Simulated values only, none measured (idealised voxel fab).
Process module in this document: voxel gate over fins
Displayed cross-section: cut, width of 160 nm, square cells sized 5 nm.
Heads up, the way a cross-section reads in here is a grid of square cells, handed over as bands from the top down, with every band being one or more rows of cells.
It is stipulated that each band's entry specify, in nanometres, the height of the top of the band and then that of its bottom, followed by the materials of the band in left-to-right sequence, each together with its width in nanometres. A single material marked by the word "edge to edge" is understood to fill the band from edge to edge; the word "empty" is understood to denote empty space.
A quick word on heights: they are counted from 0, and under that level the wafer as it came to us is one material throughout. The lowest band is different from the rest in having no bottom; it simply continues downward, written as in "0 nm and below".
Think of "30->40" as a width that walks from the first number to the second as you go down the band, top row to bottom row, taking equal-sized steps from row to row.
Step note "no modification" = no cross-section cell changed.
What "Catalogued sealed voids" gives you is every empty space of 8 cells or more that is cut off from the top. Each appears as width x height at distance, with the distance taken from the left edge and width, height and distance all in nm.
That trailing text on a step's line, after the settings, is the simulator's own remark on the step.
What "overlay nm" on a step's line means: if the step has a mask, that mask lay this far to the right of its planned place, or, when the value is negative, to the left.

Planned process steps:
| 1 | RECEIVE, material Si |
| 2 | CONFORMAL_DEP, material SiN, thk nm 5 |
| 3 | MASKED_ETCH, tone cover, mask id FINS, width nm 15, pitch nm 55, etch materials SiN, depth nm 5, overlay nm 0 |
| 4 | MASKED_ETCH, tone cover, mask id FINS, width nm 15, pitch nm 55, etch materials Si, depth nm 35, overlay nm 0 |
| 5 | OXIDIZE, depth nm 5 |
| 6 | FILL_DEP, material SiO2, thk nm 5 |
| 7 | CMP, height nm 5 |
| 8 | PATTERN, tone open, mask id RAIL, material resist, width nm 15, thk nm 15, overlay nm 0 |
| 9 | DIRECTIONAL_ETCH, etch materials SiO2, depth nm 35 |
| 10 | STRIP, etch materials resist |
| 11 | CONFORMAL_DEP, material TiN, thk nm 5 |
| 12 | FILL_DEP, material W, thk nm 10 |
| 13 | CMP, height nm 5 |
| 14 | SELECTIVE_ETCH, etch materials W Ru TiN, depth nm 25 |
| 15 | FILL_DEP, material SiO2, thk nm 5 |
| 16 | CMP, height nm 5 |
| 17 | SELECTIVE_ETCH, etch materials SiO2, depth nm 20 |
| 18 | STRIP, etch materials SiN |
| 19 | CONFORMAL_DEP, material HfO2, thk nm 5 |
| 20 | CONFORMAL_DEP, material TiN, thk nm 5 |
| 21 | CONFORMAL_DEP, material TiAl, thk nm 5 |
| 22 | CONFORMAL_DEP, material TiN, thk nm 5 |
| 23 | FILL_DEP, material W, thk nm 15 |
| 24 | CMP, height nm 30 |
| 25 | CONFORMAL_DEP, material SiN, thk nm 10 |

Shown in cross-section is the wafer as received, that is, as it stands after step 1:
0 nm and below | Si edge to edge
Catalogued sealed voids: none

Sectioned view, first of two wafers, at the close of the module, processed as intended in the plan:
40 nm to 30 nm | SiN edge to edge
30 nm to 20 nm | W edge to edge
20 nm to 15 nm | 45 nm TiN, then 10 nm W, then 45 nm TiN, then 10 nm W, then 45 nm TiN, then 5 nm W
15 nm to 10 nm | 5 nm TiN, then 35 nm TiAl, then 5 nm TiN, then 10 nm W, then 5 nm TiN, then 35 nm TiAl, then 5 nm TiN, then 10 nm W, then 5 nm TiN, then 35 nm TiAl, then 5 nm TiN, then 5 nm W
10 nm to 5 nm | 5 nm TiN, then 5 nm TiAl, then 25 nm TiN, then 5 nm TiAl, then 5 nm TiN, then 10 nm W, then 5 nm TiN, then 5 nm TiAl, then 25 nm TiN, then 5 nm TiAl, then 5 nm TiN, then 10 nm W, then 5 nm TiN, then 5 nm TiAl, then 25 nm TiN, then 5 nm TiAl, then 5 nm TiN, then 5 nm W
5 nm to 0 nm | 5 nm TiN, then 5 nm TiAl, then 5 nm TiN, then 15 nm HfO2, then 5 nm TiN, then 5 nm TiAl, then 20 nm TiN, then 5 nm TiAl, then 5 nm TiN, then 15 nm HfO2, then 5 nm TiN, then 5 nm TiAl, then 20 nm TiN, then 5 nm TiAl, then 5 nm TiN, then 15 nm HfO2, then 5 nm TiN, then 5 nm TiAl, then 10 nm TiN
0 nm to -5 nm | 10 nm TiAl, then 5 nm TiN, then 5 nm HfO2, then 5 nm Si, then 5 nm HfO2, then 5 nm TiN, then 30 nm TiAl, then 5 nm TiN, then 5 nm HfO2, then 5 nm Si, then 5 nm HfO2, then 5 nm TiN, then 30 nm TiAl, then 5 nm TiN, then 5 nm HfO2, then 5 nm Si, then 5 nm HfO2, then 5 nm TiN, then 15 nm TiAl
-5 nm to -10 nm | 15 nm TiN, then 5 nm HfO2, then 5 nm Si, then 5 nm HfO2, then 40 nm TiN, then 5 nm HfO2, then 5 nm Si, then 5 nm HfO2, then 40 nm TiN, then 5 nm HfO2, then 5 nm Si, then 5 nm HfO2, then 20 nm TiN
-10 nm to -15 nm | 20 nm HfO2, then 5 nm Si, then 50 nm HfO2, then 5 nm Si, then 50 nm HfO2, then 5 nm Si, then 25 nm HfO2
-15 nm to -20 nm | 20 nm SiO2, then 5 nm Si, then 50 nm SiO2, then 5 nm Si, then 50 nm SiO2, then 5 nm Si, then 25 nm SiO2
-20 nm to -25 nm | 20 nm SiO2, then 5 nm Si, then 15 nm SiO2, then 5 nm TiN, then 5 nm W, then 5 nm TiN, then 20 nm SiO2, then 5 nm Si, then 50 nm SiO2, then 5 nm Si, then 25 nm SiO2
-25 nm to -30 nm | 20 nm SiO2, then 5 nm Si, then 15 nm SiO2, then 15 nm TiN, then 20 nm SiO2, then 5 nm Si, then 50 nm SiO2, then 5 nm Si, then 25 nm SiO2
-30 nm to -40 nm | 20 nm SiO2, then 5 nm Si, then 50 nm SiO2, then 5 nm Si, then 50 nm SiO2, then 5 nm Si, then 25 nm SiO2
-40 nm and below | Si edge to edge
Catalogued sealed voids: none

This is the second of the two wafers, cross-sectioned at the end of the module; it started exactly like the first and was given the same plan, but it was run with one mistake:
40 nm to 30 nm | SiN edge to edge
30 nm to 20 nm | W edge to edge
20 nm to 15 nm | 45 nm TiN, then 10 nm W, then 45 nm TiN, then 10 nm W, then 45 nm TiN, then 5 nm W
15 nm to 10 nm | 5 nm TiN, then 35 nm TiAl, then 5 nm TiN, then 10 nm W, then 5 nm TiN, then 35 nm TiAl, then 5 nm TiN, then 10 nm W, then 5 nm TiN, then 35 nm TiAl, then 5 nm TiN, then 5 nm W
10 nm to 5 nm | 5 nm TiN, then 5 nm TiAl, then 25 nm TiN, then 5 nm TiAl, then 5 nm TiN, then 10 nm W, then 5 nm TiN, then 5 nm TiAl, then 25 nm TiN, then 5 nm TiAl, then 5 nm TiN, then 10 nm W, then 5 nm TiN, then 5 nm TiAl, then 25 nm TiN, then 5 nm TiAl, then 5 nm TiN, then 5 nm W
5 nm to 0 nm | 5 nm TiN, then 5 nm TiAl, then 5 nm TiN, then 15 nm HfO2, then 5 nm TiN, then 5 nm TiAl, then 20 nm TiN, then 5 nm TiAl, then 5 nm TiN, then 15 nm HfO2, then 5 nm TiN, then 5 nm TiAl, then 20 nm TiN, then 5 nm TiAl, then 5 nm TiN, then 15 nm HfO2, then 5 nm TiN, then 5 nm TiAl, then 10 nm TiN
0 nm to -5 nm | 10 nm TiAl, then 5 nm TiN, then 5 nm HfO2, then 5 nm Si, then 5 nm HfO2, then 5 nm TiN, then 30 nm TiAl, then 5 nm TiN, then 5 nm HfO2, then 5 nm Si, then 5 nm HfO2, then 5 nm TiN, then 30 nm TiAl, then 5 nm TiN, then 5 nm HfO2, then 5 nm Si, then 5 nm HfO2, then 5 nm TiN, then 15 nm TiAl
-5 nm to -10 nm | 15 nm TiN, then 5 nm HfO2, then 5 nm Si, then 5 nm HfO2, then 40 nm TiN, then 5 nm HfO2, then 5 nm Si, then 5 nm HfO2, then 40 nm TiN, then 5 nm HfO2, then 5 nm Si, then 5 nm HfO2, then 20 nm TiN
-10 nm to -15 nm | 20 nm HfO2, then 5 nm Si, then 50 nm HfO2, then 5 nm Si, then 50 nm HfO2, then 5 nm Si, then 25 nm HfO2
-15 nm to -20 nm | 20 nm SiO2, then 5 nm Si, then 50 nm SiO2, then 5 nm Si, then 50 nm SiO2, then 5 nm Si, then 25 nm SiO2
-20 nm to -25 nm | 10 nm W, then 5 nm TiN, then 5 nm SiO2, then 5 nm Si, then 5 nm SiO2, then 10 nm TiN, then 15 nm SiO2, then 5 nm TiN, then 5 nm W, then 5 nm TiN, then 5 nm SiO2, then 5 nm Si, then 5 nm SiO2, then 5 nm TiN, then 30 nm W, then 5 nm TiN, then 5 nm SiO2, then 5 nm Si, then 5 nm SiO2, then 5 nm TiN, then 15 nm W
-25 nm to -30 nm | 15 nm TiN, then 5 nm SiO2, then 5 nm Si, then 5 nm SiO2, then 10 nm TiN, then 15 nm SiO2, then 15 nm TiN, then 5 nm SiO2, then 5 nm Si, then 5 nm SiO2, then 40 nm TiN, then 5 nm SiO2, then 5 nm Si, then 5 nm SiO2, then 20 nm TiN
-30 nm to -40 nm | 20 nm SiO2, then 5 nm Si, then 50 nm SiO2, then 5 nm Si, then 50 nm SiO2, then 5 nm Si, then 25 nm SiO2
-40 nm and below | Si edge to edge
Catalogued sealed voids: none
Diagnosis: in deviation from the planned setting, step 8 was conducted as PATTERN, tone cover, mask id RAIL, material resist, width nm 15, thk nm 15, overlay nm 0
Final comparison by cell count, materials where the second wafer has more or fewer than the first: -34 SiO2 | +23 TiN | +11 W
